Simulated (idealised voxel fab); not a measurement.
Proc. module: voxel lift off
The cross-section shown here is cut; it is 220 nm wide and divided into square cells measuring 5 nm on a side.
Cross-section layout: square cells on a grid; listed as bands, top to bottom; a band spans one or more cell rows.
Heads up on the band format: heights come first, top then bottom, in nm. After that it's the materials left to right, each with its width in nm. A single material flagged "everywhere" fills the whole band edge to edge, and "blank" means there's empty space there.
Heads up on the height convention: 0 is the point under which the incoming wafer is all one material, and the lowest band has no bottom, it just keeps going down, like "0 down".
So if you see something like "30->40" for the width, read it as the top row of the band sitting at the first number and the bottom row at the second, with every row in between moving by the same amount as the last.
Given "everything unchanged" for a step, no cell of the cross-section differs between before and after that step.
Voids not open to the top, 8 cells minimum: see "Closed-off voids". Written width x height at distance; distance is from the left edge; nm.
Step line, after settings: the simulator's comment on this step.
The setting "overlay nm" may be written on the line of a step. When the step uses a mask, the value reports how far to the right of the planned place the mask lay, and a negative value reports that it lay to the left.
LIST OF PLANNED PROCESS STEPS
step 1: RECEIVE | material Si
step 2: CONFORMAL_DEP | material SiN | thk nm 5
step 3: PATTERN | tone open | mask id LINES | material resist | width nm 25 | pitch nm 50 | thk nm 20 | overlay nm 0
step 4: DIRECTIONAL_DEP | material Ru | thk nm 10
step 5: STRIP | etch materials resist
step 6: CONFORMAL_DEP | material SiCN | thk nm 10
FIRST WAFER, AS PLANNED
RECEIVED-STATE CROSS-SECTION, REFLECTING COMPLETION OF STEP 1
- 0 down = Si everywhere
- Closed-off voids: none
THE WAFER, SEEN IN CROSS-SECTION, AFTER STEP 2
- 5 to 0 = SiN everywhere
- No changes below 0.
THE WAFER, SEEN IN CROSS-SECTION, AFTER STEP 3
- 25 to 5 = resist 20 nm, blank 25 nm, resist 25 nm, blank 25 nm, resist 25 nm, blank 25 nm, resist 25 nm, blank 25 nm, resist 25 nm
- No changes below 5.
THE WAFER, SEEN IN CROSS-SECTION, AFTER STEP 4
- 35 to 25 = Ru 20 nm, blank 25 nm, Ru 25 nm, blank 25 nm, Ru 25 nm, blank 25 nm, Ru 25 nm, blank 25 nm, Ru 25 nm
- 25 to 15 = resist 20 nm, blank 25 nm, resist 25 nm, blank 25 nm, resist 25 nm, blank 25 nm, resist 25 nm, blank 25 nm, resist 25 nm
- 15 to 5 = resist 20 nm, Ru 25 nm, resist 25 nm, Ru 25 nm, resist 25 nm, Ru 25 nm, resist 25 nm, Ru 25 nm, resist 25 nm
- No changes below 5.
THE WAFER, SEEN IN CROSS-SECTION, AFTER STEP 5
- 15 to 5 = blank 20 nm, Ru 25 nm, blank 25 nm, Ru 25 nm, blank 25 nm, Ru 25 nm, blank 25 nm, Ru 25 nm, blank 25 nm
- No changes below 5.
THE WAFER, SEEN IN CROSS-SECTION, AFTER STEP 6
- 25 to 15 = blank 10 nm, SiCN 45 nm, blank 5 nm, SiCN 45 nm, blank 5 nm, SiCN 45 nm, blank 5 nm, SiCN 45 nm, blank 15 nm
- 15 to 5 = SiCN 20 nm, Ru 25 nm, SiCN 25 nm, Ru 25 nm, SiCN 25 nm, Ru 25 nm, SiCN 25 nm, Ru 25 nm, SiCN 25 nm
- No changes below 5.
WAFER TWO. SAME START, SAME PLAN, ONE SLIP IN EXECUTION. SAME AS WAFER ONE THROUGH STEP 3, INCLUSIVE
CROSS-SECTION OF THE SECOND WAFER WHEN, ACCORDING TO PLAN, STEP 4 SHOULD HAVE FINISHED
- 35 to 25 = SiN 20 nm, blank 25 nm, SiN 25 nm, blank 25 nm, SiN 25 nm, blank 25 nm, SiN 25 nm, blank 25 nm, SiN 25 nm
- 25 to 15 = resist 20 nm, blank 25 nm, resist 25 nm, blank 25 nm, resist 25 nm, blank 25 nm, resist 25 nm, blank 25 nm, resist 25 nm
- 15 to 5 = resist 20 nm, SiN 25 nm, resist 25 nm, SiN 25 nm, resist 25 nm, SiN 25 nm, resist 25 nm, SiN 25 nm, resist 25 nm
- No changes below 5.
CROSS-SECTION OF THE SECOND WAFER WHEN, ACCORDING TO PLAN, STEP 5 SHOULD HAVE FINISHED
- 15 to 5 = blank 20 nm, SiN 25 nm, blank 25 nm, SiN 25 nm, blank 25 nm, SiN 25 nm, blank 25 nm, SiN 25 nm, blank 25 nm
- No changes below 5.
CROSS-SECTION OF THE SECOND WAFER WHEN, ACCORDING TO PLAN, STEP 6 SHOULD HAVE FINISHED
- 25 to 15 = blank 10 nm, SiCN 45 nm, blank 5 nm, SiCN 45 nm, blank 5 nm, SiCN 45 nm, blank 5 nm, SiCN 45 nm, blank 15 nm
- 15 to 5 = SiCN 20 nm, SiN 25 nm, SiCN 25 nm, SiN 25 nm, SiCN 25 nm, SiN 25 nm, SiCN 25 nm, SiN 25 nm, SiCN 25 nm
- No changes below 5.
Where did the run depart from the plan? so step 4 ended up running with a different setting than we planned, it ran as DIRECTIONAL_DEP | material SiN | thk nm 10
Cell-count delta at end, second wafer over first, by material: 40 fewer of Ru | 40 more of SiN
